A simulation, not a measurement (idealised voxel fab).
Proc. module: voxel transistor to metal
Cross-sectional view cut (width: 300 nm; square cell size: 5 nm).
Reading order for cross-sections: top band down to bottom band. Underlying form: a grid of square cells. Band size: one or more rows of cells. Within each band entry, the heights of the top and of the bottom of the band appear first, in that order and in nm; the materials of the band then follow from left to right, each with its corresponding width in nm. The designation "full width" on a single material indicates that it fills the band from edge to edge; the designation "blank" indicates empty space. Height datum 0, below which the as-received substrate wafer is one material. Lowest band open at the bottom, running downward: "0 and below". Width spec "30 to 40" -> top row of cells at first value, bottom row at second value, equal per-row change in between. No cell of the cross-section changed in a step that is given as "stayed the same". Closed-off voids of 8+ cells (no open route to the top) go in "Enclosed cavities", written width x height at distance from the left edge, in nm. after a step's settings: what the simulator itself notes on the step. You can add "overlay nm" to a step's line. For a step with a mask, it describes how far the mask lay to the right of its planned position, and a negative number describes a lay to the left. In what follows, pairs of cross-sections are presented, each taken before and after one process step, with the after cross-section shown only down to the lowest band that was altered; the step, together with its settings, is stated below the pair. The pairs may stem from different runs of this module on the same starting wafer; accordingly, a pair should be taken as continuing from the one above it solely where its entry headed "Prior state" indicates as much.
Prior state:
> 25 down to 15 | blank 75, SiN 5, SiCN 25, SiN 5, blank 80, SiN 5, SiCN 25, SiN 5, blank 75
> 15 down to 0 | blank 75, SiN 5, polySi 25, SiN 5, blank 80, SiN 5, polySi 25, SiN 5, blank 75
> 0 down to -5 | blank 30, SiN 5, blank 40, SiN 5, polySi 25, SiN 5, blank 20, SiN 5, blank 10, SiN 5, blank 40, SiN 5, polySi 25, SiN 5, blank 20, SiN 5, blank 50
> -5 down to -10 | SiO2 35, SiGe 40, SiO2 35, SiGe 20, SiO2 20, SiGe 40, SiO2 35, SiGe 20, SiO2 55
> -10 down to -40 | SiO2 35, Si 95, SiO2 20, Si 95, SiO2 55
> -40 and below | Si full width
> Enclosed cavities: none
Cross-Section After Step:
> 35 down to 25 | SiO2 full width
> 25 down to 15 | SiO2 75, SiN 5, SiCN 25, SiN 5, SiO2 80, SiN 5, SiCN 25, SiN 5, SiO2 75
> 15 down to 0 | SiO2 75, SiN 5, polySi 25, SiN 5, SiO2 80, SiN 5, polySi 25, SiN 5, SiO2 75
> 0 down to -5 | SiO2 30, SiN 5, SiO2 40, SiN 5, polySi 25, SiN 5, SiO2 20, SiN 5, SiO2 10, SiN 5, SiO2 40, SiN 5, polySi 25, SiN 5, SiO2 20, SiN 5, SiO2 50
> At heights below -5, the structure remains unaltered.
> Enclosed cavities: none
The before and after cross-sections above differ by one step: FILL_DEP (material SiO2; thk nm 10)
Prior state: it's just the after picture from the pair right above this one.
Cross-Section After Step:
> 15 down to 0 | SiO2 75, SiN 5, polySi 25, SiN 5, SiO2 80, SiN 5, polySi 25, SiN 5, SiO2 75
> At heights below 0, the structure remains unaltered.
> Enclosed cavities: none
The before and after cross-sections above differ by one step: CMP (height nm 15)
Prior state: it's just the after picture from the pair right above this one.
Cross-Section After Step:
> 15 down to 0 | SiO2 75, SiN 5, blank 25, SiN 5, SiO2 80, SiN 5, blank 25, SiN 5, SiO2 75
> 0 down to -5 | SiO2 30, SiN 5, SiO2 40, SiN 5, blank 25, SiN 5, SiO2 20, SiN 5, SiO2 10, SiN 5, SiO2 40, SiN 5, blank 25, SiN 5, SiO2 20, SiN 5, SiO2 50
> At heights below -5, the structure remains unaltered.
> Enclosed cavities: none
The before and after cross-sections above differ by one step: STRIP (etch materials polySi)
Prior state: it's just the after picture from the pair right above this one.
Cross-Section After Step:
> 15 down to 10 | blank 75, SiN 5, blank 25, SiN 5, blank 80, SiN 5, blank 25, SiN 5, blank 75
> 10 down to 0 | SiO2 75, SiN 5, blank 25, SiN 5, SiO2 80, SiN 5, blank 25, SiN 5, SiO2 75
> 0 down to -5 | SiO2 30, SiN 5, SiO2 40, SiN 5, blank 25, SiN 5, SiO2 20, SiN 5, SiO2 10, SiN 5, SiO2 40, SiN 5, blank 25, SiN 5, SiO2 20, SiN 5, SiO2 50
> -5 down to -10 | SiO2 35, SiGe 40, blank 35, SiGe 20, SiO2 20, SiGe 40, blank 35, SiGe 20, SiO2 55
> At heights below -10, the structure remains unaltered.
> Enclosed cavities: none
The before and after cross-sections above differ by one step: SELECTIVE_ETCH (etch materials SiO2; depth nm 5)
Prior state: it's just the after picture from the pair right above this one.
Cross-Section After Step:
> 20 down to 15 | blank 70, HfO2 15, blank 15, HfO2 15, blank 70, HfO2 15, blank 15, HfO2 15, blank 70
> 15 down to 10 | HfO2 75, SiN 5, HfO2 5, blank 15, HfO2 5, SiN 5, HfO2 80, SiN 5, HfO2 5, blank 15, HfO2 5, SiN 5, HfO2 75
> 10 down to 0 | SiO2 75, SiN 5, HfO2 5, blank 15, HfO2 5, SiN 5, SiO2 80, SiN 5, HfO2 5, blank 15, HfO2 5, SiN 5, SiO2 75
> 0 down to -5 | SiO2 30, SiN 5, SiO2 40, SiN 5, HfO2 5, blank 15, HfO2 5, SiN 5, SiO2 20, SiN 5, SiO2 10, SiN 5, SiO2 40, SiN 5, HfO2 5, blank 15, HfO2 5, SiN 5, SiO2 20, SiN 5, SiO2 50
> -5 down to -10 | SiO2 35, SiGe 40, HfO2 35, SiGe 20, SiO2 20, SiGe 40, HfO2 35, SiGe 20, SiO2 55
> At heights below -10, the structure remains unaltered.
> Enclosed cavities: none
The before and after cross-sections above differ by one step: CONFORMAL_DEP (material HfO2; thk nm 5)
Prior state: it's just the after picture from the pair right above this one.
Cross-Section After Step:
> 25 down to 20 | blank 65, TiN 25, blank 5, TiN 25, blank 60, TiN 25, blank 5, TiN 25, blank 65
> 20 down to 15 | TiN 70, HfO2 15, TiN 5, blank 5, TiN 5, HfO2 15, TiN 70, HfO2 15, TiN 5, blank 5, TiN 5, HfO2 15, TiN 70
> 15 down to 10 | HfO2 75, SiN 5, HfO2 5, TiN 5, blank 5, TiN 5, HfO2 5, SiN 5, HfO2 80, SiN 5, HfO2 5, TiN 5, blank 5, TiN 5, HfO2 5, SiN 5, HfO2 75
> 10 down to 0 | SiO2 75, SiN 5, HfO2 5, TiN 5, blank 5, TiN 5, HfO2 5, SiN 5, SiO2 80, SiN 5, HfO2 5, TiN 5, blank 5, TiN 5, HfO2 5, SiN 5, SiO2 75
> 0 down to -5 | SiO2 30, SiN 5, SiO2 40, SiN 5, HfO2 5, TiN 15, HfO2 5, SiN 5, SiO2 20, SiN 5, SiO2 10, SiN 5, SiO2 40, SiN 5, HfO2 5, TiN 15, HfO2 5, SiN 5, SiO2 20, SiN 5, SiO2 50
> At heights below -5, the structure remains unaltered.
> Enclosed cavities: none
The before and after cross-sections above differ by one step: CONFORMAL_DEP (material TiN; thk nm 5)
Prior state: it's just the after picture from the pair right above this one.
Cross-Section After Step:
> 35 down to 25 | W full width
> 25 down to 20 | W 65, TiN 25, W 5, TiN 25, W 60, TiN 25, W 5, TiN 25, W 65
> 20 down to 15 | TiN 70, HfO2 15, TiN 5, W 5, TiN 5, HfO2 15, TiN 70, HfO2 15, TiN 5, W 5, TiN 5, HfO2 15, TiN 70
> 15 down to 10 | HfO2 75, SiN 5, HfO2 5, TiN 5, W 5, TiN 5, HfO2 5, SiN 5, HfO2 80, SiN 5, HfO2 5, TiN 5, W 5, TiN 5, HfO2 5, SiN 5, HfO2 75
> 10 down to 0 | SiO2 75, SiN 5, HfO2 5, TiN 5, W 5, TiN 5, HfO2 5, SiN 5, SiO2 80, SiN 5, HfO2 5, TiN 5, W 5, TiN 5, HfO2 5, SiN 5, SiO2 75
> At heights below 0, the structure remains unaltered.
> Enclosed cavities: none
The before and after cross-sections above differ by one step: FILL_DEP (material W; thk nm 10)
Prior state: it's just the after picture from the pair right above this one.
Cross-Section After Step:
> 10 down to 0 | SiO2 75, SiN 5, HfO2 5, TiN 5, W 5, TiN 5, HfO2 5, SiN 5, SiO2 80, SiN 5, HfO2 5, TiN 5, W 5, TiN 5, HfO2 5, SiN 5, SiO2 75
> At heights below 0, the structure remains unaltered.
> Enclosed cavities: none
The before and after cross-sections above differ by one step: CMP (height nm 10)
Prior state: it's just the after picture from the pair right above this one.
Cross-Section After Step:
> 20 down to 10 | SiO2 full width
> At heights below 10, the structure remains unaltered.
> Enclosed cavities: none
The before and after cross-sections above differ by one step: DIRECTIONAL_DEP (material SiO2; thk nm 10)
Prior state: it's just the after picture from the pair right above this one.
Cross-Section After Step:
> 30 down to 20 | aC full width
> At heights below 20, the structure remains unaltered.
> Enclosed cavities: none
The before and after cross-sections above differ by one step: DIRECTIONAL_DEP (material aC; thk nm 10)
Prior state: it's just the after picture from the pair right above this one.
Cross-Section After Step:
> 60 down to 30 | resist 50, blank 15, resist 55, blank 15, resist 30, blank 15, resist 55, blank 15, resist 50
> At heights below 30, the structure remains unaltered.
> Enclosed cavities: none
The before and after cross-sections above differ by one step: PATTERN (tone open; mask id CONTACT; material resist; width nm 15; thk nm 30; overlay nm 0)
Prior state: it's just the after picture from the pair right above this one.
Cross-Section After Step:
> 50 down to 30 | resist 50, blank 15, resist 55, blank 15, resist 30, blank 15, resist 55, blank 15, resist 50
> 30 down to 20 | aC 50, blank 15, aC 55, blank 15, aC 30, blank 15, aC 55, blank 15, aC 50
> At heights below 20, the structure remains unaltered.
> Enclosed cavities: none
The before and after cross-sections above differ by one step: DIRECTIONAL_ETCH (etch materials aC; depth nm 10)
Prior state: it's just the after picture from the pair right above this one.
Cross-Section After Step:
> 30 down to 20 | aC 50, blank 15, aC 55, blank 15, aC 30, blank 15, aC 55, blank 15, aC 50
> At heights below 20, the structure remains unaltered.
> Enclosed cavities: none
The before and after cross-sections above differ by one step: STRIP (etch materials resist)
Prior state: it's just the after picture from the pair right above this one.
Cross-Section After Step:
> 30 down to 20 | aC 50, blank 15, aC 55, blank 15, aC 30, blank 15, aC 55, blank 15, aC 50
> 20 down to 10 | SiO2 50, blank 15, SiO2 55, blank 15, SiO2 30, blank 15, SiO2 55, blank 15, SiO2 50
> 10 down to 0 | SiO2 50, blank 15, SiO2 10, SiN 5, HfO2 5, TiN 5, W 5, TiN 5, HfO2 5, SiN 5, SiO2 10, blank 15, SiO2 30, blank 15, SiO2 10, SiN 5, HfO2 5, TiN 5, W 5, TiN 5, HfO2 5, SiN 5, SiO2 10, blank 15, SiO2 50
> 0 down to -5 | SiO2 30, SiN 5, SiO2 15, blank 15, SiO2 10, SiN 5, HfO2 5, TiN 15, HfO2 5, SiN 5, SiO2 10, blank 10, SiN 5, SiO2 10, SiN 5, SiO2 15, blank 15, SiO2 10, SiN 5, HfO2 5, TiN 15, HfO2 5, SiN 5, SiO2 10, blank 10, SiN 5, SiO2 50
> At heights below -5, the structure remains unaltered.
> Enclosed cavities: none
The before and after cross-sections above differ by one step: DIRECTIONAL_ETCH (etch materials SiO2; depth nm 25)
Prior state: it's just the after picture from the pair right above this one.
Cross-Section After Step:
> 20 down to 10 | SiO2 50, blank 15, SiO2 55, blank 15, SiO2 30, blank 15, SiO2 55, blank 15, SiO2 50
> At heights below 10, the structure remains unaltered.
> Enclosed cavities: none
The before and after cross-sections above differ by one step: STRIP (etch materials aC)
Prior state: it's just the after picture from the pair right above this one.
Cross-Section After Step:
> 25 down to 20 | TiN 55, blank 5, TiN 65, blank 5, TiN 40, blank 5, TiN 65, blank 5, TiN 55
> 20 down to 10 | SiO2 50, TiN 5, blank 5, TiN 5, SiO2 55, TiN 5, blank 5, TiN 5, SiO2 30, TiN 5, blank 5, TiN 5, SiO2 55, TiN 5, blank 5, TiN 5, SiO2 50
> 10 down to 5 | SiO2 50, TiN 5, blank 5, TiN 5, SiO2 10, SiN 5, HfO2 5, TiN 5, W 5, TiN 5, HfO2 5, SiN 5, SiO2 10, TiN 5, blank 5, TiN 5, SiO2 30, TiN 5, blank 5, TiN 5, SiO2 10, SiN 5, HfO2 5, TiN 5, W 5, TiN 5, HfO2 5, SiN 5, SiO2 10, TiN 5, blank 5, TiN 5, SiO2 50
> 5 down to 0 | SiO2 50, TiN 5, blank 5, TiN 5, SiO2 10, SiN 5, HfO2 5, TiN 5, W 5, TiN 5, HfO2 5, SiN 5, SiO2 10, TiN 15, SiO2 30, TiN 5, blank 5, TiN 5, SiO2 10, SiN 5, HfO2 5, TiN 5, W 5, TiN 5, HfO2 5, SiN 5, SiO2 10, TiN 15, SiO2 50
> 0 down to -5 | SiO2 30, SiN 5, SiO2 15, TiN 15, SiO2 10, SiN 5, HfO2 5, TiN 15, HfO2 5, SiN 5, SiO2 10, TiN 10, SiN 5, SiO2 10, SiN 5, SiO2 15, TiN 15, SiO2 10, SiN 5, HfO2 5, TiN 15, HfO2 5, SiN 5, SiO2 10, TiN 10, SiN 5, SiO2 50
> At heights below -5, the structure remains unaltered.
> Enclosed cavities: none
The before and after cross-sections above differ by one step: CONFORMAL_DEP (material TiN; thk nm 5)
Prior state: it's just the after picture from the pair right above this one.
Cross-Section After Step:
> 30 down to 25 | Ru full width
> 25 down to 20 | TiN 55, Ru 5, TiN 65, Ru 5, TiN 40, Ru 5, TiN 65, Ru 5, TiN 55
> 20 down to 10 | SiO2 50, TiN 5, Ru 5, TiN 5, SiO2 55, TiN 5, Ru 5, TiN 5, SiO2 30, TiN 5, Ru 5, TiN 5, SiO2 55, TiN 5, Ru 5, TiN 5, SiO2 50
> 10 down to 5 | SiO2 50, TiN 5, Ru 5, TiN 5, SiO2 10, SiN 5, HfO2 5, TiN 5, W 5, TiN 5, HfO2 5, SiN 5, SiO2 10, TiN 5, Ru 5, TiN 5, SiO2 30, TiN 5, Ru 5, TiN 5, SiO2 10, SiN 5, HfO2 5, TiN 5, W 5, TiN 5, HfO2 5, SiN 5, SiO2 10, TiN 5, Ru 5, TiN 5, SiO2 50
> 5 down to 0 | SiO2 50, TiN 5, Ru 5, TiN 5, SiO2 10, SiN 5, HfO2 5, TiN 5, W 5, TiN 5, HfO2 5, SiN 5, SiO2 10, TiN 15, SiO2 30, TiN 5, Ru 5, TiN 5, SiO2 10, SiN 5, HfO2 5, TiN 5, W 5, TiN 5, HfO2 5, SiN 5, SiO2 10, TiN 15, SiO2 50
> At heights below 0, the structure remains unaltered.
> Enclosed cavities: none
The before and after cross-sections above differ by one step: FILL_DEP (material Ru; thk nm 5)
Prior state: it's just the after picture from the pair right above this one.
Cross-Section After Step:
> 20 down to 10 | SiO2 50, TiN 5, Ru 5, TiN 5, SiO2 55, TiN 5, Ru 5, TiN 5, SiO2 30, TiN 5, Ru 5, TiN 5, SiO2 55, TiN 5, Ru 5, TiN 5, SiO2 50
> At heights below 10, the structure remains unaltered.
> Enclosed cavities: none
The before and after cross-sections above differ by one step: CMP (height nm 20)
Prior state: it's just the after picture from the pair right above this one.
Cross-Section After Step:
> 25 down to 20 | SiN full width
> At heights below 20, the structure remains unaltered.
> Enclosed cavities: none
The before and after cross-sections above differ by one step: CONFORMAL_DEP (material SiN; thk nm 5)
Prior state: it's just the after picture from the pair right above this one.
Cross-Section After Step:
> 50 down to 25 | SiO2 full width
> At heights below 25, the structure remains unaltered.
> Enclosed cavities: none
The before and after cross-sections above differ by one step: DIRECTIONAL_DEP (material SiO2; thk nm 25)
Prior state: it's just the after picture from the pair right above this one.
Cross-Section After Step:
> 50 down to 25 | SiO2 50, blank 15, SiO2 55, blank 15, SiO2 30, blank 15, SiO2 55, blank 15, SiO2 50
> At heights below 25, the structure remains unaltered.
> Enclosed cavities: none
The before and after cross-sections above differ by one step: MASKED_ETCH (tone open; mask id METAL_1; width nm 15; etch materials SiO2; depth nm 25; overlay nm 0)
Prior state: it's just the after picture from the pair right above this one.
Cross-Section After Step:
> 50 down to 25 | SiO2 50, blank 15, SiO2 55, blank 15, SiO2 30, blank 15, SiO2 55, blank 15, SiO2 50
> 25 down to 20 | SiN 50, blank 15, SiN 55, blank 15, SiN 30, blank 15, SiN 55, blank 15, SiN 50
> At heights below 20, the structure remains unaltered.
> Enclosed cavities: none
The before and after cross-sections above differ by one step: MASKED_ETCH (tone open; mask id METAL_1; width nm 15; etch materials SiN; depth nm 5; overlay nm 0)
Prior state: it's just the after picture from the pair right above this one.
Cross-Section After Step:
> 55 down to 50 | TiN 55, blank 5, TiN 65, blank 5, TiN 40, blank 5, TiN 65, blank 5, TiN 55
> 50 down to 25 | SiO2 50, TiN 5, blank 5, TiN 5, SiO2 55, TiN 5, blank 5, TiN 5, SiO2 30, TiN 5, blank 5, TiN 5, SiO2 55, TiN 5, blank 5, TiN 5, SiO2 50
> 25 down to 20 | SiN 50, TiN 15, SiN 55, TiN 15, SiN 30, TiN 15, SiN 55, TiN 15, SiN 50
> At heights below 20, the structure remains unaltered.
> Enclosed cavities: none
The before and after cross-sections above differ by one step: CONFORMAL_DEP (material TiN; thk nm 5)
Prior state: it's just the after picture from the pair right above this one.
Cross-Section After Step:
> 65 down to 55 | Ru full width
> 55 down to 50 | TiN 55, Ru 5, TiN 65, Ru 5, TiN 40, Ru 5, TiN 65, Ru 5, TiN 55
> 50 down to 25 | SiO2 50, TiN 5, Ru 5, TiN 5, SiO2 55, TiN 5, Ru 5, TiN 5, SiO2 30, TiN 5, Ru 5, TiN 5, SiO2 55, TiN 5, Ru 5, TiN 5, SiO2 50
> At heights below 25, the structure remains unaltered.
> Enclosed cavities: none
The before and after cross-sections above differ by one step: FILL_DEP (material Ru; thk nm 10)
Prior state: it's just the after picture from the pair right above this one.
Cross-Section After Step:
> 50 down to 25 | SiO2 50, TiN 5, Ru 5, TiN 5, SiO2 55, TiN 5, Ru 5, TiN 5, SiO2 30, TiN 5, Ru 5, TiN 5, SiO2 55, TiN 5, Ru 5, TiN 5, SiO2 50
> At heights below 25, the structure remains unaltered.
> Enclosed cavities: none
The before and after cross-sections above differ by one step: CMP (height nm 50)
Prior state: it's just the after picture from the pair right above this one.
Cross-Section After Step:
> 55 down to 50 | SiCN full width
> At heights below 50, the structure remains unaltered.
> Enclosed cavities: none
The before and after cross-sections above differ by one step: CONFORMAL_DEP (material SiCN; thk nm 5)
Prior state: it's just the after picture from the pair right above this one.
Cross-Section After Step:
> 85 down to 55 | lowk full width
> At heights below 55, the structure remains unaltered.
> Enclosed cavities: none
The before and after cross-sections above differ by one step: DIRECTIONAL_DEP (material lowk; thk nm 30)
Prior state: it's just the after picture from the pair right above this one.
Cross-Section After Step:
> 95 down to 85 | aC full width
> At heights below 85, the structure remains unaltered.
> Enclosed cavities: none
The before and after cross-sections above differ by one step: DIRECTIONAL_DEP (material aC; thk nm 10)
Prior state: it's just the after picture from the pair right above this one.
Cross-Section After Step:
> 120 down to 95 | resist 50, blank 15, resist 100, blank 15, resist 120
> At heights below 95, the structure remains unaltered.
> Enclosed cavities: none
The before and after cross-sections above differ by one step: PATTERN (tone open; mask id METAL_2; material resist; width nm 15; pitch nm 115; thk nm 25; overlay nm 0)
Prior state: it's just the after picture from the pair right above this one.
Cross-Section After Step:
> 110 down to 95 | resist 50, blank 15, resist 100, blank 15, resist 120
> 95 down to 85 | aC 50, blank 15, aC 100, blank 15, aC 120
> At heights below 85, the structure remains unaltered.
> Enclosed cavities: none
The before and after cross-sections above differ by one step: DIRECTIONAL_ETCH (etch materials aC; depth nm 10)
Prior state: it's just the after picture from the pair right above this one.
Cross-Section After Step:
> 95 down to 85 | aC 50, blank 15, aC 100, blank 15, aC 120
> At heights below 85, the structure remains unaltered.
> Enclosed cavities: none
The before and after cross-sections above differ by one step: STRIP (etch materials resist)
Prior state: it's just the after picture from the pair right above this one.
Cross-Section After Step:
> 95 down to 85 | aC 50, blank 15, aC 100, blank 15, aC 120
> 85 down to 65 | lowk 50, blank 15, lowk 100, blank 15, lowk 120
> At heights below 65, the structure remains unaltered.
> Enclosed cavities: none
The before and after cross-sections above differ by one step: DIRECTIONAL_ETCH (etch materials lowk; depth nm 20)
Prior state: it's just the after picture from the pair right above this one.
Cross-Section After Step:
> 85 down to 65 | lowk 50, blank 15, lowk 100, blank 15, lowk 120
> At heights below 65, the structure remains unaltered.
> Enclosed cavities: none
The before and after cross-sections above differ by one step: STRIP (etch materials aC)
Prior state: it's just the after picture from the pair right above this one.
Cross-Section After Step:
> 100 down to 85 | aC 50, blank 15, aC 100, blank 15, aC 120
> 85 down to 80 | lowk 50, blank 15, lowk 100, blank 15, lowk 120
> 80 down to 65 | lowk 50, aC 15, lowk 100, aC 15, lowk 120
> At heights below 65, the structure remains unaltered.
> Enclosed cavities: none
The before and after cross-sections above differ by one step: DIRECTIONAL_DEP (material aC; thk nm 15)
Prior state: it's just the after picture from the pair right above this one.
Cross-Section After Step:
> 130 down to 100 | resist 50, blank 15, resist 100, blank 15, resist 120
> At heights below 100, the structure remains unaltered.
> Enclosed cavities: none
The before and after cross-sections above differ by one step: PATTERN (tone open; mask id METAL_2_HOLES; material resist; width nm 15; pitch nm 115; thk nm 30; overlay nm 0)
Prior state: it's just the after picture from the pair right above this one.
Cross-Section After Step:
> 115 down to 100 | resist 50, blank 15, resist 100, blank 15, resist 120
> 100 down to 85 | aC 50, blank 15, aC 100, blank 15, aC 120
> 85 down to 65 | lowk 50, blank 15, lowk 100, blank 15, lowk 120
> At heights below 65, the structure remains unaltered.
> Enclosed cavities: none
The before and after cross-sections above differ by one step: DIRECTIONAL_ETCH (etch materials aC; depth nm 15)
Prior state: it's just the after picture from the pair right above this one.
Cross-Section After Step:
> 100 down to 85 | aC 50, blank 15, aC 100, blank 15, aC 120
> At heights below 85, the structure remains unaltered.
> Enclosed cavities: none
The before and after cross-sections above differ by one step: STRIP (etch materials resist)
Prior state: it's just the after picture from the pair right above this one.
Cross-Section After Step:
> 100 down to 85 | aC 50, blank 15, aC 100, blank 15, aC 120
> 85 down to 55 | lowk 50, blank 15, lowk 100, blank 15, lowk 120
> At heights below 55, the structure remains unaltered.
> Enclosed cavities: none
The before and after cross-sections above differ by one step: DIRECTIONAL_ETCH (etch materials lowk; depth nm 10)
Prior state: it's just the after picture from the pair right above this one.
Cross-Section After Step:
> 100 down to 85 | aC 50, blank 15, aC 100, blank 15, aC 120
> 85 down to 55 | lowk 50, blank 15, lowk 100, blank 15, lowk 120
> 55 down to 50 | SiCN 50, blank 15, SiCN 100, blank 15, SiCN 120
> At heights below 50, the structure remains unaltered.
> Enclosed cavities: none
The before and after cross-sections above differ by one step: DIRECTIONAL_ETCH (etch materials SiCN; depth nm 5)
Prior state: it's just the after picture from the pair right above this one.
Cross-Section After Step:
> 85 down to 55 | lowk 50, blank 15, lowk 100, blank 15, lowk 120
> At heights below 55, the structure remains unaltered.
> Enclosed cavities: none
The before and after cross-sections above differ by one step: STRIP (etch materials aC)
Prior state: it's just the after picture from the pair right above this one.
Cross-Section After Step:
> 90 down to 85 | TiN 55, blank 5, TiN 110, blank 5, TiN 125
> 85 down to 55 | lowk 50, TiN 5, blank 5, TiN 5, lowk 100, TiN 5, blank 5, TiN 5, lowk 120
> 55 down to 50 | SiCN 50, TiN 15, SiCN 100, TiN 15, SiCN 120
> At heights below 50, the structure remains unaltered.
> Enclosed cavities: none
The before and after cross-sections above differ by one step: CONFORMAL_DEP (material TiN; thk nm 5)
Prior state: it's just the after picture from the pair right above this one.
Cross-Section After Step:
> 100 down to 90 | Ru full width
> 90 down to 85 | TiN 55, Ru 5, TiN 110, Ru 5, TiN 125
> 85 down to 55 | lowk 50, TiN 5, Ru 5, TiN 5, lowk 100, TiN 5, Ru 5, TiN 5, lowk 120
> At heights below 55, the structure remains unaltered.
> Enclosed cavities: none
The before and after cross-sections above differ by one step: FILL_DEP (material Ru; thk nm 10)
Prior state: it's just the after picture from the pair right above this one.
Cross-Section After Step:
> 85 down to 55 | lowk 50, TiN 5, Ru 5, TiN 5, lowk 100, TiN 5, Ru 5, TiN 5, lowk 120
> At heights below 55, the structure remains unaltered.
> Enclosed cavities: none
The before and after cross-sections above differ by one step: CMP (height nm 85)
Prior state: it's just the after picture from the pair right above this one.
Cross-Section After Step:
> 90 down to 85 | SiN full width
> At heights below 85, the structure remains unaltered.
> Enclosed cavities: none
The before and after cross-sections above differ by one step: CONFORMAL_DEP (material SiN; thk nm 5)
Prior state:
> 0 down to -5 | SiO2 full width
> -5 and below | Si full width
> Enclosed cavities: none
Cross-Section After Step:
> 15 down to 0 | HfO2 full width
> At heights below 0, the structure remains unaltered.
> Enclosed cavities: none
The before and after cross-sections above differ by one step: CONFORMAL_DEP (material HfO2; thk nm 15)
Prior state: it's just the after picture from the pair right above this one.
Cross-Section After Step:
> 35 down to 15 | blank 45, resist 95, blank 20, resist 95, blank 45
> At heights below 15, the structure remains unaltered.
> Enclosed cavities: none
The before and after cross-sections above differ by one step: PATTERN (tone cover; mask id ACTIVE; material resist; width nm 95; pitch nm 115; thk nm 20; overlay nm 0)
Prior state: it's just the after picture from the pair right above this one.
Cross-Section After Step:
> 15 down to 0 | HfO2 full width
> At heights below 0, the structure remains unaltered.
> Enclosed cavities: none
The before and after cross-sections above differ by one step: STRIP (etch materials resist)
Prior state: it's just the after picture from the pair right above this one.
Cross-Section After Step:
> 30 down to 15 | SiO2 full width
> At heights below 15, the structure remains unaltered.
> Enclosed cavities: none
The before and after cross-sections above differ by one step: FILL_DEP (material SiO2; thk nm 15)
Prior state: it's just the after picture from the pair right above this one.
Cross-Section After Step:
> 15 down to 0 | HfO2 full width
> At heights below 0, the structure remains unaltered.
> Enclosed cavities: none
The before and after cross-sections above differ by one step: CMP (height nm 15)
Prior state: it's just the after picture from the pair right above this one.
Cross-Section After Step:
> 35 down to 15 | polySi full width
> At heights below 15, the structure remains unaltered.
> Enclosed cavities: none
The before and after cross-sections above differ by one step: DIRECTIONAL_DEP (material polySi; thk nm 20)
Prior state: it's just the after picture from the pair right above this one.
Cross-Section After Step:
> 45 down to 35 | SiCN full width
> At heights below 35, the structure remains unaltered.
> Enclosed cavities: none
The before and after cross-sections above differ by one step: DIRECTIONAL_DEP (material SiCN; thk nm 10)
Prior state: it's just the after picture from the pair right above this one.
Cross-Section After Step:
> 60 down to 45 | blank 80, resist 25, blank 90, resist 25, blank 80
> At heights below 45, the structure remains unaltered.
> Enclosed cavities: none
The before and after cross-sections above differ by one step: PATTERN (tone cover; mask id GATE; material resist; width nm 25; pitch nm 115; thk nm 15; overlay nm 0)
Prior state: it's just the after picture from the pair right above this one.
Cross-Section After Step:
> 60 down to 45 | blank 80, resist 25, blank 90, resist 25, blank 80
> 45 down to 35 | blank 80, SiCN 25, blank 90, SiCN 25, blank 80
> At heights below 35, the structure remains unaltered.
> Enclosed cavities: none
The before and after cross-sections above differ by one step: DIRECTIONAL_ETCH (etch materials SiCN; depth nm 20)
Prior state: it's just the after picture from the pair right above this one.
Cross-Section After Step:
> 60 down to 45 | blank 80, resist 25, blank 90, resist 25, blank 80
> 45 down to 35 | blank 80, SiCN 25, blank 90, SiCN 25, blank 80
> 35 down to 15 | blank 80, polySi 25, blank 90, polySi 25, blank 80
> At heights below 15, the structure remains unaltered.
> Enclosed cavities: none
The before and after cross-sections above differ by one step: DIRECTIONAL_ETCH (etch materials polySi; depth nm 30)
Prior state: it's just the after picture from the pair right above this one.
Cross-Section After Step:
> 45 down to 35 | blank 80, SiCN 25, blank 90, SiCN 25, blank 80
> At heights below 35, the structure remains unaltered.
> Enclosed cavities: none
The before and after cross-sections above differ by one step: STRIP (etch materials resist)
Prior state: it's just the after picture from the pair right above this one.
Cross-Section After Step:
> 50 down to 45 | blank 75, SiN 35, blank 80, SiN 35, blank 75
> 45 down to 35 | blank 75, SiN 5, SiCN 25, SiN 5, blank 80, SiN 5, SiCN 25, SiN 5, blank 75
> 35 down to 20 | blank 75, SiN 5, polySi 25, SiN 5, blank 80, SiN 5, polySi 25, SiN 5, blank 75
> 20 down to 15 | SiN 80, polySi 25, SiN 90, polySi 25, SiN 80
> At heights below 15, the structure remains unaltered.
> Enclosed cavities: none
The before and after cross-sections above differ by one step: CONFORMAL_DEP (material SiN; thk nm 5)
Prior state: it's just the after picture from the pair right above this one.
Cross-Section After Step:
> 45 down to 35 | blank 75, SiN 5, SiCN 25, SiN 5, blank 80, SiN 5, SiCN 25, SiN 5, blank 75
> 35 down to 15 | blank 75, SiN 5, polySi 25, SiN 5, blank 80, SiN 5, polySi 25, SiN 5, blank 75
> At heights below 15, the structure remains unaltered.
> Enclosed cavities: none
The before and after cross-sections above differ by one step: DIRECTIONAL_ETCH (etch materials SiN; depth nm 5)
Prior state: it's just the after picture from the pair right above this one.
Cross-Section After Step:
> 55 down to 45 | SiO2 full width
> 45 down to 35 | SiO2 75, SiN 5, SiCN 25, SiN 5, SiO2 80, SiN 5, SiCN 25, SiN 5, SiO2 75
> 35 down to 15 | SiO2 75, SiN 5, polySi 25, SiN 5, SiO2 80, SiN 5, polySi 25, SiN 5, SiO2 75
> At heights below 15, the structure remains unaltered.
> Enclosed cavities: none
The before and after cross-sections above differ by one step: FILL_DEP (material SiO2; thk nm 10)
Prior state: it's just the after picture from the pair right above this one.
Cross-Section After Step:
> 15 down to 0 | HfO2 full width
> At heights below 0, the structure remains unaltered.
> Enclosed cavities: none
The before and after cross-sections above differ by one step: CMP (height nm 15)
Prior state: it's just the after picture from the pair right above this one.
Cross-Section After Step:
> 20 down to 0 | HfO2 full width
> At heights below 0, the structure remains unaltered.
> Enclosed cavities: none
The before and after cross-sections above differ by one step: CONFORMAL_DEP (material HfO2; thk nm 5)
Prior state: it's just the after picture from the pair right above this one.
Cross-Section After Step:
> 25 down to 20 | TiN full width
> At heights below 20, the structure remains unaltered.
> Enclosed cavities: none
The before and after cross-sections above differ by one step: CONFORMAL_DEP (material TiN; thk nm 5)
Prior state: it's just the after picture from the pair right above this one.
Cross-Section After Step:
> 35 down to 25 | W full width
> At heights below 25, the structure remains unaltered.
> Enclosed cavities: none
The before and after cross-sections above differ by one step: FILL_DEP (material W; thk nm 10)
Prior state: it's just the after picture from the pair right above this one.
Cross-Section After Step:
> 10 down to 0 | HfO2 full width
> At heights below 0, the structure remains unaltered.
> Enclosed cavities: none
The before and after cross-sections above differ by one step: CMP (height nm 10)
Prior state: it's just the after picture from the pair right above this one.
Cross-Section After Step:
> 20 down to 10 | SiO2 full width
> At heights below 10, the structure remains unaltered.
> Enclosed cavities: none
The before and after cross-sections above differ by one step: DIRECTIONAL_DEP (material SiO2; thk nm 10)
